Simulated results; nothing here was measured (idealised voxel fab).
process module | voxel lift off
cross-section cut | 300 nm wide | cells 5 nm
A cross-section is a grid of square cells, given in bands from the top down. A band is one or more rows of cells.
Each band's line starts with the height of the band's top and of its bottom, in nm. Then come its materials from left to right, each with its width in nm. One material with "throughout" fills the band from edge to edge. "air" is empty space.
Height 0 is the level under which the wafer as received is all one material. The lowest band goes on downwards, as in "0 down".
A width such as "30 to 40" changes by the same amount from each row of cells to the next, from the band's top row to its bottom row.
"no change" after a step means that no cell of the cross-section changed.
closed voids: empty space of 8 cells or more with no open way to the top, each as width x height at its distance from the left edge, in nm
after a step's settings: what the simulator itself notes on the step
overlay nm, on a step with a mask: how far to the right of its planned place the mask lay; to the left if negative
plan
1 op RECEIVE | material Si
2 op CONFORMAL_DEP | material SiN | thk nm 10
3 op PATTERN | tone open | mask id LINES | material resist | width nm 25 | pitch nm 45 | thk nm 15 | overlay nm 0
4 op DIRECTIONAL_DEP | material Ru | thk nm 5
5 op STRIP | etch materials resist
6 op CONFORMAL_DEP | material SiCN | thk nm 5
as received, after step 1
  0 down: Si throughout
  closed voids: none
a wafer at the end: this start, this plan, one mistake
  10 to 5: air 65 | SiCN 35 | air 10 | SiCN 35 | air 10 | SiCN 35 | air 10 | SiCN 35 | air 65
  5 to 0: SiCN 70 | Ru 25 | SiCN 20 | Ru 25 | SiCN 20 | Ru 25 | SiCN 20 | Ru 25 | SiCN 70
  0 down: Si throughout
  closed voids: none
what went wrong: step 2 was left out
